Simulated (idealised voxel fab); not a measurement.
process module | voxel ribs on slabs
cross-section cut | 175 nm wide | cells 5 nm
A cross-section is a grid of square cells, given in bands from the top down. A band is one or more rows of cells.
Each band's line starts with the height of the band's top and of its bottom, in nm. Then come its materials from left to right, each with its width in nm. One material with "throughout" fills the band from edge to edge. "air" is empty space.
Height 0 is the level under which the wafer as received is all one material. The lowest band goes on downwards, as in "0 down".
A width such as "30 to 40" changes by the same amount from each row of cells to the next, from the band's top row to its bottom row.
"no change" after a step means that no cell of the cross-section changed.
closed voids: empty space of 8 cells or more with no open way to the top, each as width x height at its distance from the left edge, in nm
after a step's settings: what the simulator itself notes on the step
overlay nm, on a step with a mask: how far to the right of its planned place the mask lay; to the left if negative
plan
1 op RECEIVE | material Si
2 op DIRECTIONAL_DEP | material SiO2 | thk nm 20
3 op DIRECTIONAL_DEP | material SiN | thk nm 15
4 op MASKED_ETCH | tone cover | mask id RIB | width nm 25 | etch materials SiN | depth nm 5 | overlay nm 0
5 op MASKED_ETCH | tone cover | mask id SLAB | width nm 55 | etch materials SiN | depth nm 10 | overlay nm 0
6 op FILL_DEP | material SiO2 | thk nm 15
7 op CMP | height nm 45
8 op DIRECTIONAL_DEP | material W | thk nm 10
9 op PATTERN | tone cover | mask id HEATER | material resist | width nm 25 | thk nm 15 | overlay nm 0
10 op DIRECTIONAL_ETCH | etch materials W | depth nm 10
11 op STRIP | etch materials resist
12 op CONFORMAL_DEP | material SiN | thk nm 10
varied across the wafers: width nm of step 9. The plan shows the first wafer's value. All wafers start alike
first wafer as received, after step 1
  0 down: Si throughout
  closed voids: none
first wafer at the end, after step 12
  65 to 55: air 65 | SiN 45 | air 65
  55 to 45: SiN 75 | W 25 | SiN 75
  45 to 35: SiO2 throughout
  35 to 30: SiO2 75 | SiN 25 | SiO2 75
  30 to 20: SiO2 60 | SiN 55 | SiO2 60
  20 to 0: SiO2 throughout
  0 down: Si throughout
  closed voids: none
last wafer at the end
  65 to 55: air 55 | SiN 70 | air 50
  55 to 45: SiN 65 | W 50 | SiN 60
  45 to 35: SiO2 throughout
  35 to 30: SiO2 75 | SiN 25 | SiO2 75
  30 to 20: SiO2 60 | SiN 55 | SiO2 60
  20 to 0: SiO2 throughout
  0 down: Si throughout
  closed voids: none
each wafer at the end: cells of each material gained (+) or lost (-) since it was received, then its closed voids
width nm 25 | +105 SiN | +288 SiO2 | +10 W | closed voids: none
width nm 30 | +105 SiN | +288 SiO2 | +12 W | closed voids: none
width nm 35 | +105 SiN | +288 SiO2 | +14 W | closed voids: none
width nm 40 | +105 SiN | +288 SiO2 | +16 W | closed voids: none
width nm 45 | +105 SiN | +288 SiO2 | +18 W | closed voids: none
width nm 50 | +105 SiN | +288 SiO2 | +20 W | closed voids: none
